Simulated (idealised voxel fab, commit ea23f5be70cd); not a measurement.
Herein follows the process module entitled voxel capacitor over wiring.
The cross-section shown here is cut; it is 215 nm wide and divided into square cells measuring 5 nm on a side.
Just so we're on the same page, the cross-sections are grids of square cells, and they're listed out in bands top to bottom, each band one or more rows deep.
Heads up on the band format: heights come first, top then bottom, in nm. After that it's the materials left to right, each with its width in nm. A single material flagged "full width" fills the whole band edge to edge, and "empty" means there's empty space there.
Heights are expressed relative to 0, this being the level below which the as-received wafer comprises one material exclusively. The lowest band is unbounded in the downward direction and is denoted as in "0 down".
A two-number width, for instance "30..40", indicates that the width is equal to the first number in the top row of the band and to the second number in the bottom row, and that it changes by a constant amount per row of cells.
"no alteration" means the step left every cell of the cross-section as it was.
Basically, "Entrapped voids" tells you about the enclosed voids: empty spaces with no open way to the top, 8 cells or bigger, each written width x height at distance, where distance is from the left edge, all in nm.
On a step's line, text after the settings is the simulator commenting on that step.
If you see "overlay nm" on a step's line and that step has a mask, it's telling you how far right of where it was planned the mask ended up; a negative number means it went left instead.

**Process steps - plan**
1: RECEIVE with material Si
2: CONFORMAL_DEP with material SiO2, thk nm 10
3: CONFORMAL_DEP with material SiN, thk nm 5
4: DIRECTIONAL_DEP with material lowk, thk nm 15
5: MASKED_ETCH with tone open, mask id METAL_1, width nm 30, pitch nm 100, etch materials lowk, depth nm 15, overlay nm 0
6: MASKED_ETCH with tone open, mask id METAL_1, width nm 30, pitch nm 100, etch materials SiN, depth nm 5, overlay nm 0
7: CONFORMAL_DEP with material TiN, thk nm 5
8: FILL_DEP with material Cu, thk nm 10
9: CMP with height nm 30
10: CONFORMAL_DEP with material SiCN, thk nm 5
11: DIRECTIONAL_DEP with material SiO2, thk nm 15
12: DIRECTIONAL_DEP with material aC, thk nm 15
13: PATTERN with tone open, mask id PLUG_1, material resist, width nm 15, thk nm 30, overlay nm 0
14: DIRECTIONAL_ETCH with etch materials aC, depth nm 15
15: STRIP with etch materials resist
16: DIRECTIONAL_ETCH with etch materials SiO2, depth nm 15
17: DIRECTIONAL_ETCH with etch materials SiCN, depth nm 5
18: STRIP with etch materials aC
19: CONFORMAL_DEP with material TiN, thk nm 5
20: FILL_DEP with material Cu, thk nm 5
21: CMP with height nm 50
22: DIRECTIONAL_DEP with material TiN, thk nm 10
23: DIRECTIONAL_DEP with material HfO2, thk nm 5
24: DIRECTIONAL_DEP with material TiN, thk nm 5
25: DIRECTIONAL_DEP with material aC, thk nm 10
26: PATTERN with tone cover, mask id UPPER_PLATE, material resist, width nm 75, thk nm 30, overlay nm 0
27: DIRECTIONAL_ETCH with etch materials aC, depth nm 10
28: STRIP with etch materials resist
29: DIRECTIONAL_ETCH with etch materials TiN, depth nm 5
30: DIRECTIONAL_ETCH with etch materials HfO2, depth nm 5
31: STRIP with etch materials aC
32: DIRECTIONAL_DEP with material aC, thk nm 10
33: PATTERN with tone cover, mask id LOWER_PLATE, material resist, width nm 85, thk nm 25, overlay nm -15
34: DIRECTIONAL_ETCH with etch materials aC, depth nm 10
35: STRIP with etch materials resist
36: DIRECTIONAL_ETCH with etch materials TiN, depth nm 10
37: STRIP with etch materials aC
38: FILL_DEP with material SiO2, thk nm 15
39: CMP with height nm 80
40: PATTERN with tone open, mask id PLUG_2, material resist, width nm 15, thk nm 15, overlay nm 0
41: DIRECTIONAL_ETCH with etch materials SiO2, depth nm 10
42: STRIP with etch materials resist
43: CONFORMAL_DEP with material TiN, thk nm 5
44: FILL_DEP with material W, thk nm 10
45: CMP with height nm 80
46: CONFORMAL_DEP with material SiCN, thk nm 5
Heads up: all these wafers start the same, and what changes between them is the overlay nm in step 33. The value you see in the plan is just what the first wafer got.

**Cut through the first of several wafers as received, post step 1**
  0 down = Si full width
  Entrapped voids: none

**Cross-section, first of several wafers, end of module, after last step 46**
  85 to 80 = SiCN full width
  80 to 75 = 65 nm SiO2 / 5 nm TiN / 5 nm W / 5 nm TiN / 135 nm SiO2
  75 to 65 = 65..55 nm SiO2 / 15..65 nm TiN / 135..95 nm SiO2
  65 to 60 = 55 nm SiO2 / 75 nm HfO2 / 85 nm SiO2
  60 to 50 = 35 nm SiO2 / 95 nm TiN / 85 nm SiO2
  50 to 35 = 55 nm SiO2 / 5 nm TiN / 5 nm Cu / 5 nm TiN / 145 nm SiO2
  35 to 30 = 55 nm SiCN / 15 nm TiN / 145 nm SiCN
  30 to 15 = 40 nm lowk / 5 nm TiN / 20 nm Cu / 5 nm TiN / 70 nm lowk / 5 nm TiN / 20 nm Cu / 5 nm TiN / 45 nm lowk
  15 to 10 = 40 nm SiN / 30 nm TiN / 70 nm SiN / 30 nm TiN / 45 nm SiN
  10 to 0 = SiO2 full width
  0 down = Si full width
  Entrapped voids: none

**Wafer cross-section (last wafer, module end)**
  85 to 80 = SiCN full width
  80 to 75 = 65 nm SiO2 / 5 nm TiN / 5 nm W / 5 nm TiN / 135 nm SiO2
  75 to 65 = 65 nm SiO2 / 15..65 nm TiN / 135..85 nm SiO2
  65 to 60 = 55 nm SiO2 / 75 nm HfO2 / 85 nm SiO2
  60 to 50 = 55 nm SiO2 / 95 nm TiN / 65 nm SiO2
  50 to 35 = 55 nm SiO2 / 5 nm TiN / 5 nm Cu / 5 nm TiN / 145 nm SiO2
  35 to 30 = 55 nm SiCN / 15 nm TiN / 145 nm SiCN
  30 to 15 = 40 nm lowk / 5 nm TiN / 20 nm Cu / 5 nm TiN / 70 nm lowk / 5 nm TiN / 20 nm Cu / 5 nm TiN / 45 nm lowk
  15 to 10 = 40 nm SiN / 30 nm TiN / 70 nm SiN / 30 nm TiN / 45 nm SiN
  10 to 0 = SiO2 full width
  0 down = Si full width
  Entrapped voids: none

**Below: a row per wafer. Contents at end of module: for every material, cells gained since receipt (+) or lost since receipt (-); then closed voids**
overlay nm -15, +27 Cu, +15 HfO2, +83 SiCN, +31 SiN, +392 SiO2, +89 TiN, +1 W, +93 lowk, Entrapped voids: none
overlay nm -10, +27 Cu, +15 HfO2, +83 SiCN, +31 SiN, +393 SiO2, +88 TiN, +1 W, +93 lowk, Entrapped voids: none
overlay nm -5, +27 Cu, +15 HfO2, +83 SiCN, +31 SiN, +394 SiO2, +87 TiN, +1 W, +93 lowk, Entrapped voids: none
overlay nm 0, +27 Cu, +15 HfO2, +83 SiCN, +31 SiN, +394 SiO2, +87 TiN, +1 W, +93 lowk, Entrapped voids: none
overlay nm 5, +27 Cu, +15 HfO2, +83 SiCN, +31 SiN, +394 SiO2, +87 TiN, +1 W, +93 lowk, Entrapped voids: none
overlay nm 10, +27 Cu, +15 HfO2, +83 SiCN, +31 SiN, +393 SiO2, +88 TiN, +1 W, +93 lowk, Entrapped voids: none
overlay nm 15, +27 Cu, +15 HfO2, +83 SiCN, +31 SiN, +392 SiO2, +89 TiN, +1 W, +93 lowk, Entrapped voids: none
